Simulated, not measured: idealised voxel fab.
Process module, titled voxel double patterning
For reference, the cross-section in this document is cut, with width 200 nm and square cells of 5 nm.
When this document writes out a cross-section, it uses a grid of square cells and lists it as bands, beginning at the top and moving down, with a band standing for one or more rows of cells.
In this notation a band is specified by the heights of its top and bottom, in that order and in nm, after which its materials appear from left to right, each paired with its width in nm. The word "edge to edge" attached to a single material means that material fills the band from edge to edge; the word "blank" stands for empty space.
Heights are reckoned from 0. Under this level, the received wafer is all of one material. The bottommost band is open-ended downward, for example "0..down".
A two-number width, for instance "30 to 40", indicates that the width is equal to the first number in the top row of the band and to the second number in the bottom row, and that it changes by a constant amount per row of cells.
Step note "nothing got changed" = no cross-section cell changed.
Closed-off voids of 8+ cells (no open route to the top) go in "Voids lacking openings", written width x height at distance from the left edge, in nm.
Step line, after settings: the simulator's comment on this step.
The setting "overlay nm" may be written on the line of a step. When the step uses a mask, the value reports how far to the right of the planned place the mask lay, and a negative value reports that it lay to the left.

**Set out below are the planned steps of the process**
1: RECEIVE,material Si
2: CONFORMAL_DEP,material SiO2,thk nm 10
3: DIRECTIONAL_DEP,material polySi,thk nm 20
4: DIRECTIONAL_DEP,material SiN,thk nm 5
5: MASKED_ETCH,tone open,mask id FIRST,width nm 15,pitch nm 50,etch materials SiN,depth nm 5,overlay nm 0
6: PATTERN,tone open,mask id SECOND,material resist,width nm 15,pitch nm 50,thk nm 15,overlay nm -15
7: DIRECTIONAL_ETCH,etch materials SiN,depth nm 5
8: STRIP,etch materials resist
9: DIRECTIONAL_ETCH,etch materials polySi,depth nm 20
10: STRIP,etch materials SiN
Same starting wafers, different overlay nm at step 6. Plan value belongs to the first wafer.

**Cross-section of the first of several wafers on receipt, reflecting completion of step 1**
> 0..down  Si edge to edge
> Voids lacking openings: none

**Where each wafer stands at the end of the module, a row apiece: cells of each material gained (+) or lost (-) since it was received, then closed voids**
overlay nm -15; +80 SiO2; +108 polySi; Voids lacking openings: none
overlay nm -10; +80 SiO2; +100 polySi; Voids lacking openings: none
overlay nm -5; +80 SiO2; +100 polySi; Voids lacking openings: none
overlay nm 0; +80 SiO2; +100 polySi; Voids lacking openings: none
overlay nm 5; +80 SiO2; +100 polySi; Voids lacking openings: none
overlay nm 10; +80 SiO2; +100 polySi; Voids lacking openings: none
overlay nm 15; +80 SiO2; +108 polySi; Voids lacking openings: none
